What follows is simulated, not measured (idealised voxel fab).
The document below concerns the process module designated voxel self aligned vias.
cross-section cut | 285 nm wide | cells 5 nm
Each cross-section below is a grid of square cells, stated as bands in top-down order, with one or more rows of cells making up each band.
Heights first: top, then bottom, in nm. Then materials, left to right, each with a width in nm. "everywhere" on a single material: fills the band edge to edge. "empty": empty space.
All heights in this document are referenced to 0, defined as the level beneath which the wafer, as received, consists entirely of one material. The lowest band is not bounded below; it extends indefinitely downward and is written in the form "0 down".
Width: "30..40" (first number = top row, second number = bottom row, same change from row to row of cells).
Step marked "changes: none"? Then no cell in the cross-section changed in it.
Any empty space of 8 cells or more lacking an open way to the top shows up in "Entrapped voids" as width x height at distance, distance from the left edge, in nm.
Post-settings text on a step line: simulator's own remark regarding the step.
overlay nm: how far to the right of its planned place the mask lay on this masked step (negative: to the left).
STEPS IN THE PROCESS PLAN
1. RECEIVE [material Si]
2. CONFORMAL_DEP [material SiO2] [thk nm 15]
3. CONFORMAL_DEP [material SiCN] [thk nm 5]
4. DIRECTIONAL_DEP [material SiO2] [thk nm 20]
5. DIRECTIONAL_DEP [material aC] [thk nm 15]
6. PATTERN [tone open] [mask id LINES] [material resist] [width nm 20] [pitch nm 55] [thk nm 30] [overlay nm 0]
7. DIRECTIONAL_ETCH [etch materials aC] [depth nm 15]
8. STRIP [etch materials resist]
9. DIRECTIONAL_ETCH [etch materials SiO2] [depth nm 20]
10. STRIP [etch materials aC]
11. CONFORMAL_DEP [material TiN] [thk nm 5]
12. FILL_DEP [material Ru] [thk nm 5]
13. CMP [height nm 40]
14. SELECTIVE_ETCH [etch materials W Ru TiN] [depth nm 10]
15. FILL_DEP [material SiN] [thk nm 10]
16. CMP [height nm 40]
17. DIRECTIONAL_DEP [material SiO2] [thk nm 20]
18. PATTERN [tone open] [mask id VIAS] [material resist] [width nm 20] [thk nm 15] [overlay nm 0]
19. DIRECTIONAL_ETCH [etch materials SiO2] [depth nm 20]
20. DIRECTIONAL_ETCH [etch materials SiN] [depth nm 10]
21. STRIP [etch materials resist]
22. CONFORMAL_DEP [material TiN] [thk nm 5]
23. FILL_DEP [material Cu] [thk nm 5]
24. CMP [height nm 60]
25. CONFORMAL_DEP [material SiCN] [thk nm 5]
Don't read the plan's width nm for step 18 as applying to every wafer: that's the first wafer's value, and the wafers differ in it, though they all start identical.
CROSS-SECTION: THE FIRST OF SEVERAL WAFERS IN ITS AS-RECEIVED STATE, I.E. FOLLOWING STEP 1
* 0 down  Si everywhere
* Entrapped voids: none
END OF THE MODULE, PAST ITS LAST STEP, STEP 25: HOW THE FIRST OF SEVERAL WAFERS LOOKS IN CROSS-SECTION
* 65 to 60  SiCN everywhere
* 60 to 40  SiO2 (105); TiN (5); Cu (10); TiN (5); SiO2 (160)
* 40 to 35  SiO2 (105); TiN (5); Cu (10); TiN (5); SiO2 (35); SiN (20); SiO2 (105)
* 35 to 30  SiO2 (105); TiN (20); SiO2 (35); SiN (20); SiO2 (105)
* 30 to 25  SiO2 (105); TiN (5); Ru (10); TiN (5); SiO2 (35); TiN (5); Ru (10); TiN (5); SiO2 (105)
* 25 to 20  SiO2 (105); TiN (20); SiO2 (35); TiN (20); SiO2 (105)
* 20 to 15  SiCN everywhere
* 15 to 0  SiO2 everywhere
* 0 down  Si everywhere
* Entrapped voids: none
LAST WAFER OF THE SET, CROSS-SECTIONED AT END OF MODULE
* 65 to 60  SiCN everywhere
* 60 to 45  SiO2 (95); TiN (5); Cu (35); TiN (5); SiO2 (145)
* 45 to 40  SiO2 (95); TiN (15); Cu (10); TiN (20); SiO2 (145)
* 40 to 35  SiO2 (105); TiN (5); Cu (10); TiN (5); SiO2 (35); SiN (20); SiO2 (105)
* 35 to 30  SiO2 (105); TiN (20); SiO2 (35); SiN (20); SiO2 (105)
* 30 to 25  SiO2 (105); TiN (5); Ru (10); TiN (5); SiO2 (35); TiN (5); Ru (10); TiN (5); SiO2 (105)
* 25 to 20  SiO2 (105); TiN (20); SiO2 (35); TiN (20); SiO2 (105)
* 20 to 15  SiCN everywhere
* 15 to 0  SiO2 everywhere
* 0 down  Si everywhere
* Entrapped voids: none
EVERY ROW IN THIS TABLE IS A WAFER AT THE END OF THE MODULE, AND IT GIVES, FOR EACH OF THE MATERIALS, THE CELLS THAT WAFER HAS GAINED (+) OR LOST (-) SINCE IT WAS RECEIVED, THEN ITS CLOSED VOIDS
width nm 20; +10 Cu; +4 Ru; +114 SiCN; +8 SiN; +579 SiO2; +26 TiN; Entrapped voids: none
width nm 25; +13 Cu; +4 Ru; +114 SiCN; +8 SiN; +575 SiO2; +27 TiN; Entrapped voids: none
width nm 30; +16 Cu; +4 Ru; +114 SiCN; +8 SiN; +571 SiO2; +28 TiN; Entrapped voids: none
width nm 35; +19 Cu; +4 Ru; +114 SiCN; +8 SiN; +567 SiO2; +29 TiN; Entrapped voids: none
width nm 40; +22 Cu; +4 Ru; +114 SiCN; +8 SiN; +563 SiO2; +30 TiN; Entrapped voids: none
width nm 45; +25 Cu; +4 Ru; +114 SiCN; +8 SiN; +559 SiO2; +31 TiN; Entrapped voids: none
